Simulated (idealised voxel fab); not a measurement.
The following process module bears the name voxel self aligned contacts.
Cross-section cut spans 285 nm and uses square cells 5 nm in size.
Notation: cross-section as square-cell grid; stated in bands, top first, going down; one or more cell rows per band. Top, bottom (nm), then materials left to right with widths (nm); lone material tagged "edge to edge" fills the whole band edge to edge; "air" = empty space. Basically, 0 is our baseline, since under it the wafer straight out of the box is all one material. The bottom band has no lower end and keeps on going down, so it looks like "0 down". The expression "30 to 40" gives the width at the extremes of the band, the first number at its top row of cells and the second at its bottom row, with the width changing by equal amounts from each row to the next in between. It should be understood that the words "no change", when stated for a given step, signify that the cross-section underwent no change in any of its cells during that step. Voids not open to the top, 8 cells minimum: see "Unvented internal voids". Written width x height at distance; distance is from the left edge; nm. Whatever follows a step's settings on its line is a remark the simulator itself makes about that step. A step's line can hold "overlay nm"; with a mask on that step, the setting says how far right of the planned place the mask lay, while a negative setting says it lay to the left. Pairs from here to the end. Each: cross-section before one process step, cross-section after it, the latter only as far down as the lowest band that changed. Under each: the step between, and its settings. Mind that the pairs may be taken from different runs of this module on the same starting wafer; whether a pair continues from the pair above depends on its entry headed "Incoming structure", and it does only where that entry says so.

### Incoming structure
    60 to 55: TiN=95; air=35; TiN=25; air=35; TiN=95
    55 to 45: SiO2=90; TiN=5 to 20; air=35 to 5; TiN=5 to 20; SiO2=15; TiN=5 to 20; air=35 to 5; TiN=5 to 20; SiO2=90
    45 to 30: SiO2=60; SiN=45; TiN=5; air=5; TiN=5; SiN=45; TiN=5; air=5; TiN=5; SiN=45; SiO2=60
    30 to 15: SiO2=60; SiN=5; polySi=35; SiN=5; TiN=5; air=5; TiN=5; SiN=5; polySi=35; SiN=5; TiN=5; air=5; TiN=5; SiN=5; polySi=35; SiN=5; SiO2=60
    15 to 10: SiO2=60; SiN=5; polySi=35; SiN=5; TiN=15; SiN=5; polySi=35; SiN=5; TiN=15; SiN=5; polySi=35; SiN=5; SiO2=60
    10 to 5: SiN=65; polySi=35; SiN=25; polySi=35; SiN=25; polySi=35; SiN=65
    5 to 0: SiO2 edge to edge
    0 down: Si edge to edge
    Unvented internal voids: none

### Post-Step Section View
    65 to 60: Ru edge to edge
    60 to 55: TiN=95; Ru=35; TiN=25; Ru=35; TiN=95
    55 to 45: SiO2=90; TiN=5 to 20; Ru=35 to 5; TiN=5 to 20; SiO2=15; TiN=5 to 20; Ru=35 to 5; TiN=5 to 20; SiO2=90
    45 to 30: SiO2=60; SiN=45; TiN=5; Ru=5; TiN=5; SiN=45; TiN=5; Ru=5; TiN=5; SiN=45; SiO2=60
    30 to 15: SiO2=60; SiN=5; polySi=35; SiN=5; TiN=5; Ru=5; TiN=5; SiN=5; polySi=35; SiN=5; TiN=5; Ru=5; TiN=5; SiN=5; polySi=35; SiN=5; SiO2=60
    Nothing below the height 15 has changed.
    Unvented internal voids: none
Q: step between the cross-sections above? A: FILL_DEP with material Ru, thk nm 5

Incoming structure: equal to the after panel directly above.

### Post-Step Section View
    55 to 45: SiO2=90; TiN=5 to 20; Ru=35 to 5; TiN=5 to 20; SiO2=15; TiN=5 to 20; Ru=35 to 5; TiN=5 to 20; SiO2=90
    Nothing below the height 45 has changed.
    Unvented internal voids: none
Q: step between the cross-sections above? A: CMP with height nm 55

Incoming structure: equal to the after panel directly above.

### Post-Step Section View
    60 to 55: SiCN edge to edge
    Nothing below the height 55 has changed.
    Unvented internal voids: none
Q: step between the cross-sections above? A: CONFORMAL_DEP with material SiCN, thk nm 5

### Incoming structure
    5 to 0: SiO2 edge to edge
    0 down: Si edge to edge
    Unvented internal voids: none

### Post-Step Section View
    35 to 5: polySi edge to edge
    Nothing below the height 5 has changed.
    Unvented internal voids: none
Q: step between the cross-sections above? A: DIRECTIONAL_DEP with material polySi, thk nm 30

Incoming structure: equal to the after panel directly above.

### Post-Step Section View
    50 to 35: SiN edge to edge
    Nothing below the height 35 has changed.
    Unvented internal voids: none
Q: step between the cross-sections above? A: DIRECTIONAL_DEP with material SiN, thk nm 15

Incoming structure: equal to the after panel directly above.

### Post-Step Section View
    65 to 50: aC edge to edge
    Nothing below the height 50 has changed.
    Unvented internal voids: none
Q: step between the cross-sections above? A: DIRECTIONAL_DEP with material aC, thk nm 15

Incoming structure: equal to the after panel directly above.

### Post-Step Section View
    95 to 65: air=65; resist=35; air=25; resist=35; air=25; resist=35; air=65
    Nothing below the height 65 has changed.
    Unvented internal voids: none
Q: step between the cross-sections above? A: PATTERN with tone cover, mask id GATE, material resist, width nm 35, pitch nm 60, thk nm 30, overlay nm 0

Incoming structure: equal to the after panel directly above.

### Post-Step Section View
    80 to 65: air=65; resist=35; air=25; resist=35; air=25; resist=35; air=65
    65 to 50: air=65; aC=35; air=25; aC=35; air=25; aC=35; air=65
    Nothing below the height 50 has changed.
    Unvented internal voids: none
Q: step between the cross-sections above? A: DIRECTIONAL_ETCH with etch materials aC, depth nm 15

Incoming structure: equal to the after panel directly above.

### Post-Step Section View
    65 to 50: air=65; aC=35; air=25; aC=35; air=25; aC=35; air=65
    Nothing below the height 50 has changed.
    Unvented internal voids: none
Q: step between the cross-sections above? A: STRIP with etch materials resist

Incoming structure: equal to the after panel directly above.

### Post-Step Section View
    65 to 50: air=65; aC=35; air=25; aC=35; air=25; aC=35; air=65
    50 to 35: air=65; SiN=35; air=25; SiN=35; air=25; SiN=35; air=65
    Nothing below the height 35 has changed.
    Unvented internal voids: none
Q: step between the cross-sections above? A: DIRECTIONAL_ETCH with etch materials SiN, depth nm 15

Incoming structure: equal to the after panel directly above.

### Post-Step Section View
    65 to 50: air=65; aC=35; air=25; aC=35; air=25; aC=35; air=65
    50 to 35: air=65; SiN=35; air=25; SiN=35; air=25; SiN=35; air=65
    35 to 10: air=65; polySi=35; air=25; polySi=35; air=25; polySi=35; air=65
    Nothing below the height 10 has changed.
    Unvented internal voids: none
Q: step between the cross-sections above? A: DIRECTIONAL_ETCH with etch materials polySi, depth nm 25

Incoming structure: equal to the after panel directly above.

### Post-Step Section View
    50 to 35: air=65; SiN=35; air=25; SiN=35; air=25; SiN=35; air=65
    Nothing below the height 35 has changed.
    Unvented internal voids: none
Q: step between the cross-sections above? A: STRIP with etch materials aC

Incoming structure: equal to the after panel directly above.

### Post-Step Section View
    55 to 35: air=60; SiN=45; air=15; SiN=45; air=15; SiN=45; air=60
    35 to 15: air=60; SiN=5; polySi=35; SiN=5; air=15; SiN=5; polySi=35; SiN=5; air=15; SiN=5; polySi=35; SiN=5; air=60
    15 to 10: SiN=65; polySi=35; SiN=25; polySi=35; SiN=25; polySi=35; SiN=65
    Nothing below the height 10 has changed.
    Unvented internal voids: none
Q: step between the cross-sections above? A: CONFORMAL_DEP with material SiN, thk nm 5

Incoming structure: equal to the after panel directly above.

### Post-Step Section View
    50 to 35: air=60; SiN=45; air=15; SiN=45; air=15; SiN=45; air=60
    35 to 10: air=60; SiN=5; polySi=35; SiN=5; air=15; SiN=5; polySi=35; SiN=5; air=15; SiN=5; polySi=35; SiN=5; air=60
    Nothing below the height 10 has changed.
    Unvented internal voids: none
Q: step between the cross-sections above? A: DIRECTIONAL_ETCH with etch materials SiN, depth nm 5

Incoming structure: equal to the after panel directly above.

### Post-Step Section View
    65 to 50: SiO2 edge to edge
    50 to 35: SiO2=60; SiN=45; SiO2=15; SiN=45; SiO2=15; SiN=45; SiO2=60
    35 to 10: SiO2=60; SiN=5; polySi=35; SiN=5; SiO2=15; SiN=5; polySi=35; SiN=5; SiO2=15; SiN=5; polySi=35; SiN=5; SiO2=60
    Nothing below the height 10 has changed.
    Unvented internal voids: none
Q: step between the cross-sections above? A: FILL_DEP with material SiO2, thk nm 15

Incoming structure: equal to the after panel directly above.

### Post-Step Section View
    55 to 50: SiO2 edge to edge
    Nothing below the height 50 has changed.
    Unvented internal voids: none
Q: step between the cross-sections above? A: CMP with height nm 55

Incoming structure: equal to the after panel directly above.

### Post-Step Section View
    70 to 55: aC edge to edge
    Nothing below the height 55 has changed.
    Unvented internal voids: none
Q: step between the cross-sections above? A: DIRECTIONAL_DEP with material aC, thk nm 15

Incoming structure: equal to the after panel directly above.

### Post-Step Section View
    105 to 70: resist=90; air=45; resist=15; air=45; resist=90
    Nothing below the height 70 has changed.
    Unvented internal voids: none
Q: step between the cross-sections above? A: PATTERN with tone open, mask id CONTACT, material resist, width nm 45, pitch nm 60, thk nm 35, overlay nm 0

Incoming structure: equal to the after panel directly above.

### Post-Step Section View
    90 to 70: resist=90; air=45; resist=15; air=45; resist=90
    70 to 55: aC=90; air=45; aC=15; air=45; aC=90
    Nothing below the height 55 has changed.
    Unvented internal voids: none
Q: step between the cross-sections above? A: DIRECTIONAL_ETCH with etch materials aC, depth nm 15

Incoming structure: equal to the after panel directly above.

### Post-Step Section View
    70 to 55: aC=90; air=45; aC=15; air=45; aC=90
    Nothing below the height 55 has changed.
    Unvented internal voids: none
Q: step between the cross-sections above? A: STRIP with etch materials resist

Incoming structure: equal to the after panel directly above.

### Post-Step Section View
    70 to 55: aC=90; air=45; aC=15; air=45; aC=90
    55 to 50: SiO2=90; air=45; SiO2=15; air=45; SiO2=90
    50 to 35: SiO2=60; SiN=45; air=15; SiN=45; air=15; SiN=45; SiO2=60
    35 to 10: SiO2=60; SiN=5; polySi=35; SiN=5; air=15; SiN=5; polySi=35; SiN=5; air=15; SiN=5; polySi=35; SiN=5; SiO2=60
    Nothing below the height 10 has changed.
    Unvented internal voids: none
Q: step between the cross-sections above? A: DIRECTIONAL_ETCH with etch materials SiO2, depth nm 55

Incoming structure: equal to the after panel directly above.

### Post-Step Section View
    55 to 50: SiO2=90; air=45; SiO2=15; air=45; SiO2=90
    Nothing below the height 50 has changed.
    Unvented internal voids: none
Q: step between the cross-sections above? A: STRIP with etch materials aC

Incoming structure: equal to the after panel directly above.

### Post-Step Section View
    60 to 55: TiN=95; air=35; TiN=25; air=35; TiN=95
    55 to 50: SiO2=90; TiN=20; air=5; TiN=20; SiO2=15; TiN=20; air=5; TiN=20; SiO2=90
    50 to 35: SiO2=60; SiN=45; TiN=5; air=5; TiN=5; SiN=45; TiN=5; air=5; TiN=5; SiN=45; SiO2=60
    35 to 15: SiO2=60; SiN=5; polySi=35; SiN=5; TiN=5; air=5; TiN=5; SiN=5; polySi=35; SiN=5; TiN=5; air=5; TiN=5; SiN=5; polySi=35; SiN=5; SiO2=60
    15 to 10: SiO2=60; SiN=5; polySi=35; SiN=5; TiN=15; SiN=5; polySi=35; SiN=5; TiN=15; SiN=5; polySi=35; SiN=5; SiO2=60
    Nothing below the height 10 has changed.
    Unvented internal voids: none
Q: step between the cross-sections above? A: CONFORMAL_DEP with material TiN, thk nm 5

Incoming structure: equal to the after panel directly above.

### Post-Step Section View
    65 to 60: Ru edge to edge
    60 to 55: TiN=95; Ru=35; TiN=25; Ru=35; TiN=95
    55 to 50: SiO2=90; TiN=20; Ru=5; TiN=20; SiO2=15; TiN=20; Ru=5; TiN=20; SiO2=90
    50 to 35: SiO2=60; SiN=45; TiN=5; Ru=5; TiN=5; SiN=45; TiN=5; Ru=5; TiN=5; SiN=45; SiO2=60
    35 to 15: SiO2=60; SiN=5; polySi=35; SiN=5; TiN=5; Ru=5; TiN=5; SiN=5; polySi=35; SiN=5; TiN=5; Ru=5; TiN=5; SiN=5; polySi=35; SiN=5; SiO2=60
    Nothing below the height 15 has changed.
    Unvented internal voids: none
Q: step between the cross-sections above? A: FILL_DEP with material Ru, thk nm 5

Incoming structure: equal to the after panel directly above.

### Post-Step Section View
    55 to 50: SiO2=90; TiN=20; Ru=5; TiN=20; SiO2=15; TiN=20; Ru=5; TiN=20; SiO2=90
    Nothing below the height 50 has changed.
    Unvented internal voids: none
Q: step between the cross-sections above? A: CMP with height nm 55

Incoming structure: equal to the after panel directly above.

### Post-Step Section View
    60 to 55: SiCN edge to edge
    Nothing below the height 55 has changed.
    Unvented internal voids: none
Q: step between the cross-sections above? A: CONFORMAL_DEP with material SiCN, thk nm 5

### Incoming structure
    70 to 55: aC edge to edge
    55 to 45: SiO2 edge to edge
    45 to 30: SiO2=60; SiN=45; SiO2=15; SiN=45; SiO2=15; SiN=45; SiO2=60
    30 to 5: SiO2=60; SiN=5; polySi=35; SiN=5; SiO2=15; SiN=5; polySi=35; SiN=5; SiO2=15; SiN=5; polySi=35; SiN=5; SiO2=60
    5 to 0: SiO2 edge to edge
    0 down: Si edge to edge
    Unvented internal voids: none

### Post-Step Section View
    105 to 70: resist=95; air=35; resist=25; air=35; resist=95
    Nothing below the height 70 has changed.
    Unvented internal voids: none
Q: step between the cross-sections above? A: PATTERN with tone open, mask id CONTACT, material resist, width nm 35, pitch nm 60, thk nm 35, overlay nm 0

Incoming structure: equal to the after panel directly above.

### Post-Step Section View
    90 to 70: resist=95; air=35; resist=25; air=35; resist=95
    70 to 55: aC=95; air=35; aC=25; air=35; aC=95
    Nothing below the height 55 has changed.
    Unvented internal voids: none
Q: step between the cross-sections above? A: DIRECTIONAL_ETCH with etch materials aC, depth nm 15

Incoming structure: equal to the after panel directly above.

### Post-Step Section View
    70 to 55: aC=95; air=35; aC=25; air=35; aC=95
    Nothing below the height 55 has changed.
    Unvented internal voids: none
Q: step between the cross-sections above? A: STRIP with etch materials resist

Incoming structure: equal to the after panel directly above.

### Post-Step Section View
    70 to 55: aC=95; air=35; aC=25; air=35; aC=95
    55 to 45: SiO2=95; air=35; SiO2=25; air=35; SiO2=95
    45 to 30: SiO2=60; SiN=45; air=15; SiN=45; air=15; SiN=45; SiO2=60
    30 to 5: SiO2=60; SiN=5; polySi=35; SiN=5; air=15; SiN=5; polySi=35; SiN=5; air=15; SiN=5; polySi=35; SiN=5; SiO2=60
    5 to 0: SiO2=105; air=15; SiO2=45; air=15; SiO2=105
    Nothing below the height 0 has changed.
    Unvented internal voids: none
Q: step between the cross-sections above? A: DIRECTIONAL_ETCH with etch materials SiO2, depth nm 55

Incoming structure: equal to the after panel directly above.

### Post-Step Section View
    55 to 45: SiO2=95; air=35; SiO2=25; air=35; SiO2=95
    Nothing below the height 45 has changed.
    Unvented internal voids: none
Q: step between the cross-sections above? A: STRIP with etch materials aC

Incoming structure: equal to the after panel directly above.

### Post-Step Section View
    60 to 55: TiN=100; air=25; TiN=35; air=25; TiN=100
    55 to 45: SiO2=95; TiN=5 to 15; air=25 to 5; TiN=5 to 15; SiO2=25; TiN=5 to 15; air=25 to 5; TiN=5 to 15; SiO2=95
    45 to 30: SiO2=60; SiN=45; TiN=5; air=5; TiN=5; SiN=45; TiN=5; air=5; TiN=5; SiN=45; SiO2=60
    30 to 5: SiO2=60; SiN=5; polySi=35; SiN=5; TiN=5; air=5; TiN=5; SiN=5; polySi=35; SiN=5; TiN=5; air=5; TiN=5; SiN=5; polySi=35; SiN=5; SiO2=60
    5 to 0: SiO2=105; TiN=15; SiO2=45; TiN=15; SiO2=105
    Nothing below the height 0 has changed.
    Unvented internal voids: none
Q: step between the cross-sections above? A: CONFORMAL_DEP with material TiN, thk nm 5

Incoming structure: equal to the after panel directly above.

### Post-Step Section View
    65 to 60: Ru edge to edge
    60 to 55: TiN=100; Ru=25; TiN=35; Ru=25; TiN=100
    55 to 45: SiO2=95; TiN=5 to 15; Ru=25 to 5; TiN=5 to 15; SiO2=25; TiN=5 to 15; Ru=25 to 5; TiN=5 to 15; SiO2=95
    45 to 30: SiO2=60; SiN=45; TiN=5; Ru=5; TiN=5; SiN=45; TiN=5; Ru=5; TiN=5; SiN=45; SiO2=60
    30 to 5: SiO2=60; SiN=5; polySi=35; SiN=5; TiN=5; Ru=5; TiN=5; SiN=5; polySi=35; SiN=5; TiN=5; Ru=5; TiN=5; SiN=5; polySi=35; SiN=5; SiO2=60
    Nothing below the height 5 has changed.
    Unvented internal voids: none
Q: step between the cross-sections above? A: FILL_DEP with material Ru, thk nm 5

Incoming structure: equal to the after panel directly above.

### Post-Step Section View
    55 to 45: SiO2=95; TiN=5 to 15; Ru=25 to 5; TiN=5 to 15; SiO2=25; TiN=5 to 15; Ru=25 to 5; TiN=5 to 15; SiO2=95
    Nothing below the height 45 has changed.
    Unvented internal voids: none
Q: step between the cross-sections above? A: CMP with height nm 55

Incoming structure: equal to the after panel directly above.

### Post-Step Section View
    60 to 55: SiCN edge to edge
    Nothing below the height 55 has changed.
    Unvented internal voids: none
Q: step between the cross-sections above? A: CONFORMAL_DEP with material SiCN, thk nm 5

### Incoming structure
    70 to 55: aC edge to edge
    55 to 45: SiO2 edge to edge
    45 to 30: SiO2=60; SiN=45; SiO2=15; SiN=45; SiO2=15; SiN=45; SiO2=60
    30 to 5: SiO2=60; SiN=5; polySi=35; SiN=5; SiO2=15; SiN=5; polySi=35; SiN=5; SiO2=15; SiN=5; polySi=35; SiN=5; SiO2=60
    5 to 0: SiO2 edge to edge
    0 down: Si edge to edge
    Unvented internal voids: none

### Post-Step Section View
    105 to 70: resist=85; air=45; resist=15; air=45; resist=95
    Nothing below the height 70 has changed.
    Unvented internal voids: none
Q: step between the cross-sections above? A: PATTERN with tone open, mask id CONTACT, material resist, width nm 45, pitch nm 60, thk nm 35, overlay nm -5

Incoming structure: equal to the after panel directly above.

### Post-Step Section View
    90 to 70: resist=85; air=45; resist=15; air=45; resist=95
    70 to 55: aC=85; air=45; aC=15; air=45; aC=95
    Nothing below the height 55 has changed.
    Unvented internal voids: none
Q: step between the cross-sections above? A: DIRECTIONAL_ETCH with etch materials aC, depth nm 15

Incoming structure: equal to the after panel directly above.

### Post-Step Section View
    70 to 55: aC=85; air=45; aC=15; air=45; aC=95
    Nothing below the height 55 has changed.
    Unvented internal voids: none
Q: step between the cross-sections above? A: STRIP with etch materials resist

Incoming structure: equal to the after panel directly above.

### Post-Step Section View
    70 to 55: aC=85; air=45; aC=15; air=45; aC=95
    55 to 45: SiO2=85; air=45; SiO2=15; air=45; SiO2=95
    45 to 30: SiO2=60; SiN=45; air=15; SiN=45; air=15; SiN=45; SiO2=60
    30 to 5: SiO2=60; SiN=5; polySi=35; SiN=5; air=15; SiN=5; polySi=35; SiN=5; air=15; SiN=5; polySi=35; SiN=5; SiO2=60
    5 to 0: SiO2=105; air=15; SiO2=45; air=15; SiO2=105
    Nothing below the height 0 has changed.
    Unvented internal voids: none
Q: step between the cross-sections above? A: DIRECTIONAL_ETCH with etch materials SiO2, depth nm 55

Incoming structure: equal to the after panel directly above.

### Post-Step Section View
    55 to 45: SiO2=85; air=45; SiO2=15; air=45; SiO2=95
    Nothing below the height 45 has changed.
    Unvented internal voids: none
Q: step between the cross-sections above? A: STRIP with etch materials aC

Incoming structure: equal to the after panel directly above.

### Post-Step Section View
    60 to 55: TiN=90; air=35; TiN=25; air=35; TiN=100
    55 to 45: SiO2=85; TiN=5 to 25; air=35 to 5; TiN=5 to 15; SiO2=15; TiN=5 to 25; air=35 to 5; TiN=5 to 15; SiO2=95
    45 to 30: SiO2=60; SiN=45; TiN=5; air=5; TiN=5; SiN=45; TiN=5; air=5; TiN=5; SiN=45; SiO2=60
    30 to 5: SiO2=60; SiN=5; polySi=35; SiN=5; TiN=5; air=5; TiN=5; SiN=5; polySi=35; SiN=5; TiN=5; air=5; TiN=5; SiN=5; polySi=35; SiN=5; SiO2=60
    5 to 0: SiO2=105; TiN=15; SiO2=45; TiN=15; SiO2=105
    Nothing below the height 0 has changed.
    Unvented internal voids: none
Q: step between the cross-sections above? A: CONFORMAL_DEP with material TiN, thk nm 5

Incoming structure: equal to the after panel directly above.

### Post-Step Section View
    65 to 60: Ru edge to edge
    60 to 55: TiN=90; Ru=35; TiN=25; Ru=35; TiN=100
    55 to 45: SiO2=85; TiN=5 to 25; Ru=35 to 5; TiN=5 to 15; SiO2=15; TiN=5 to 25; Ru=35 to 5; TiN=5 to 15; SiO2=95
    45 to 30: SiO2=60; SiN=45; TiN=5; Ru=5; TiN=5; SiN=45; TiN=5; Ru=5; TiN=5; SiN=45; SiO2=60
    30 to 5: SiO2=60; SiN=5; polySi=35; SiN=5; TiN=5; Ru=5; TiN=5; SiN=5; polySi=35; SiN=5; TiN=5; Ru=5; TiN=5; SiN=5; polySi=35; SiN=5; SiO2=60
    Nothing below the height 5 has changed.
    Unvented internal voids: none
Q: step between the cross-sections above? A: FILL_DEP with material Ru, thk nm 5

Incoming structure: equal to the after panel directly above.

### Post-Step Section View
    55 to 45: SiO2=85; TiN=5 to 25; Ru=35 to 5; TiN=5 to 15; SiO2=15; TiN=5 to 25; Ru=35 to 5; TiN=5 to 15; SiO2=95
    Nothing below the height 45 has changed.
    Unvented internal voids: none
Q: step between the cross-sections above? A: CMP with height nm 55

Incoming structure: equal to the after panel directly above.

### Post-Step Section View
    60 to 55: SiCN edge to edge
    Nothing below the height 55 has changed.
    Unvented internal voids: none
Q: step between the cross-sections above? A: CONFORMAL_DEP with material SiCN, thk nm 5

### Incoming structure
    45 to 30: air=65; SiN=35; air=25; SiN=35; air=25; SiN=35; air=65
    30 to 5: air=65; polySi=35; air=25; polySi=35; air=25; polySi=35; air=65
    5 to 0: SiO2 edge to edge
    0 down: Si edge to edge
    Unvented internal voids: none

### Post-Step Section View
    50 to 45: air=60; Ru=45; air=15; Ru=45; air=15; Ru=45; air=60
    45 to 30: air=60; Ru=5; SiN=35; Ru=5; air=15; Ru=5; SiN=35; Ru=5; air=15; Ru=5; SiN=35; Ru=5; air=60
    30 to 10: air=60; Ru=5; polySi=35; Ru=5; air=15; Ru=5; polySi=35; Ru=5; air=15; Ru=5; polySi=35; Ru=5; air=60
    10 to 5: Ru=65; polySi=35; Ru=25; polySi=35; Ru=25; polySi=35; Ru=65
    Nothing below the height 5 has changed.
    Unvented internal voids: none
Q: step between the cross-sections above? A: CONFORMAL_DEP with material Ru, thk nm 5

Incoming structure: equal to the after panel directly above.

### Post-Step Section View
    65 to 50: SiO2 edge to edge
    50 to 45: SiO2=60; Ru=45; SiO2=15; Ru=45; SiO2=15; Ru=45; SiO2=60
    45 to 30: SiO2=60; Ru=5; SiN=35; Ru=5; SiO2=15; Ru=5; SiN=35; Ru=5; SiO2=15; Ru=5; SiN=35; Ru=5; SiO2=60
    30 to 10: SiO2=60; Ru=5; polySi=35; Ru=5; SiO2=15; Ru=5; polySi=35; Ru=5; SiO2=15; Ru=5; polySi=35; Ru=5; SiO2=60
    Nothing below the height 10 has changed.
    Unvented internal voids: none
Q: step between the cross-sections above? A: FILL_DEP with material SiO2, thk nm 15

Incoming structure: equal to the after panel directly above.

### Post-Step Section View
    55 to 50: SiO2 edge to edge
    Nothing below the height 50 has changed.
    Unvented internal voids: none
Q: step between the cross-sections above? A: CMP with height nm 55

Incoming structure: equal to the after panel directly above.

### Post-Step Section View
    70 to 55: aC edge to edge
    Nothing below the height 55 has changed.
    Unvented internal voids: none
Q: step between the cross-sections above? A: DIRECTIONAL_DEP with material aC, thk nm 15

Incoming structure: equal to the after panel directly above.

### Post-Step Section View
    105 to 70: resist=90; air=45; resist=15; air=45; resist=90
    Nothing below the height 70 has changed.
    Unvented internal voids: none
Q: step between the cross-sections above? A: PATTERN with tone open, mask id CONTACT, material resist, width nm 45, pitch nm 60, thk nm 35, overlay nm 0

Incoming structure: equal to the after panel directly above.

### Post-Step Section View
    90 to 70: resist=90; air=45; resist=15; air=45; resist=90
    70 to 55: aC=90; air=45; aC=15; air=45; aC=90
    Nothing below the height 55 has changed.
    Unvented internal voids: none
Q: step between the cross-sections above? A: DIRECTIONAL_ETCH with etch materials aC, depth nm 15

Incoming structure: equal to the after panel directly above.

### Post-Step Section View
    70 to 55: aC=90; air=45; aC=15; air=45; aC=90
    Nothing below the height 55 has changed.
    Unvented internal voids: none
Q: step between the cross-sections above? A: STRIP with etch materials resist

Incoming structure: equal to the after panel directly above.

### Post-Step Section View
    70 to 55: aC=90; air=45; aC=15; air=45; aC=90
    55 to 50: SiO2=90; air=45; SiO2=15; air=45; SiO2=90
    50 to 45: SiO2=60; Ru=45; air=15; Ru=45; air=15; Ru=45; SiO2=60
    45 to 30: SiO2=60; Ru=5; SiN=35; Ru=5; air=15; Ru=5; SiN=35; Ru=5; air=15; Ru=5; SiN=35; Ru=5; SiO2=60
    30 to 10: SiO2=60; Ru=5; polySi=35; Ru=5; air=15; Ru=5; polySi=35; Ru=5; air=15; Ru=5; polySi=35; Ru=5; SiO2=60
    Nothing below the height 10 has changed.
    Unvented internal voids: none
Q: step between the cross-sections above? A: DIRECTIONAL_ETCH with etch materials SiO2, depth nm 55

Incoming structure: equal to the after panel directly above.

### Post-Step Section View
    55 to 50: SiO2=90; air=45; SiO2=15; air=45; SiO2=90
    Nothing below the height 50 has changed.
    Unvented internal voids: none
Q: step between the cross-sections above? A: STRIP with etch materials aC

Incoming structure: equal to the after panel directly above.

### Post-Step Section View
    60 to 55: TiN=95; air=35; TiN=25; air=35; TiN=95
    55 to 50: SiO2=90; TiN=20; air=5; TiN=20; SiO2=15; TiN=20; air=5; TiN=20; SiO2=90
    50 to 45: SiO2=60; Ru=45; TiN=5; air=5; TiN=5; Ru=45; TiN=5; air=5; TiN=5; Ru=45; SiO2=60
    45 to 30: SiO2=60; Ru=5; SiN=35; Ru=5; TiN=5; air=5; TiN=5; Ru=5; SiN=35; Ru=5; TiN=5; air=5; TiN=5; Ru=5; SiN=35; Ru=5; SiO2=60
    30 to 15: SiO2=60; Ru=5; polySi=35; Ru=5; TiN=5; air=5; TiN=5; Ru=5; polySi=35; Ru=5; TiN=5; air=5; TiN=5; Ru=5; polySi=35; Ru=5; SiO2=60
    15 to 10: SiO2=60; Ru=5; polySi=35; Ru=5; TiN=15; Ru=5; polySi=35; Ru=5; TiN=15; Ru=5; polySi=35; Ru=5; SiO2=60
    Nothing below the height 10 has changed.
    Unvented internal voids: none
Q: step between the cross-sections above? A: CONFORMAL_DEP with material TiN, thk nm 5

Incoming structure: equal to the after panel directly above.

### Post-Step Section View
    65 to 60: Ru edge to edge
    60 to 55: TiN=95; Ru=35; TiN=25; Ru=35; TiN=95
    55 to 50: SiO2=90; TiN=20; Ru=5; TiN=20; SiO2=15; TiN=20; Ru=5; TiN=20; SiO2=90
    50 to 45: SiO2=60; Ru=45; TiN=5; Ru=5; TiN=5; Ru=45; TiN=5; Ru=5; TiN=5; Ru=45; SiO2=60
    45 to 30: SiO2=60; Ru=5; SiN=35; Ru=5; TiN=5; Ru=5; TiN=5; Ru=5; SiN=35; Ru=5; TiN=5; Ru=5; TiN=5; Ru=5; SiN=35; Ru=5; SiO2=60
    30 to 15: SiO2=60; Ru=5; polySi=35; Ru=5; TiN=5; Ru=5; TiN=5; Ru=5; polySi=35; Ru=5; TiN=5; Ru=5; TiN=5; Ru=5; polySi=35; Ru=5; SiO2=60
    Nothing below the height 15 has changed.
    Unvented internal voids: none
Q: step between the cross-sections above? A: FILL_DEP with material Ru, thk nm 5

Incoming structure: equal to the after panel directly above.

### Post-Step Section View
    55 to 50: SiO2=90; TiN=20; Ru=5; TiN=20; SiO2=15; TiN=20; Ru=5; TiN=20; SiO2=90
    Nothing below the height 50 has changed.
    Unvented internal voids: none
Q: step between the cross-sections above? A: CMP with height nm 55

Incoming structure: equal to the after panel directly above.

### Post-Step Section View
    60 to 55: SiCN edge to edge
    Nothing below the height 55 has changed.
    Unvented internal voids: none
Q: step between the cross-sections above? A: CONFORMAL_DEP with material SiCN, thk nm 5

### Incoming structure
    70 to 55: aC edge to edge
    55 to 45: SiO2 edge to edge
    45 to 30: SiO2=60; SiN=45; SiO2=15; SiN=45; SiO2=15; SiN=45; SiO2=60
    30 to 5: SiO2=60; SiN=5; polySi=35; SiN=5; SiO2=15; SiN=5; polySi=35; SiN=5; SiO2=15; SiN=5; polySi=35; SiN=5; SiO2=60
    5 to 0: SiO2 edge to edge
    0 down: Si edge to edge
    Unvented internal voids: none

### Post-Step Section View
    105 to 70: air=90; resist=45; air=15; resist=45; air=90
    Nothing below the height 70 has changed.
    Unvented internal voids: none
Q: step between the cross-sections above? A: PATTERN with tone cover, mask id CONTACT, material resist, width nm 45, pitch nm 60, thk nm 35, overlay nm 0

Incoming structure: equal to the after panel directly above.

### Post-Step Section View
    90 to 70: air=90; resist=45; air=15; resist=45; air=90
    70 to 55: air=90; aC=45; air=15; aC=45; air=90
    Nothing below the height 55 has changed.
    Unvented internal voids: none
Q: step between the cross-sections above? A: DIRECTIONAL_ETCH with etch materials aC, depth nm 15

Incoming structure: equal to the after panel directly above.

### Post-Step Section View
    70 to 55: air=90; aC=45; air=15; aC=45; air=90
    Nothing below the height 55 has changed.
    Unvented internal voids: none
Q: step between the cross-sections above? A: STRIP with etch materials resist

Incoming structure: equal to the after panel directly above.

### Post-Step Section View
    70 to 55: air=90; aC=45; air=15; aC=45; air=90
    55 to 45: air=90; SiO2=45; air=15; SiO2=45; air=90
    45 to 30: air=60; SiN=45; SiO2=15; SiN=45; SiO2=15; SiN=45; air=60
    30 to 5: air=60; SiN=5; polySi=35; SiN=5; SiO2=15; SiN=5; polySi=35; SiN=5; SiO2=15; SiN=5; polySi=35; SiN=5; air=60
    5 to 0: air=60; SiO2=165; air=60
    Nothing below the height 0 has changed.
    Unvented internal voids: none
Q: step between the cross-sections above? A: DIRECTIONAL_ETCH with etch materials SiO2, depth nm 55

Incoming structure: equal to the after panel directly above.

### Post-Step Section View
    55 to 45: air=90; SiO2=45; air=15; SiO2=45; air=90
    Nothing below the height 45 has changed.
    Unvented internal voids: none
Q: step between the cross-sections above? A: STRIP with etch materials aC
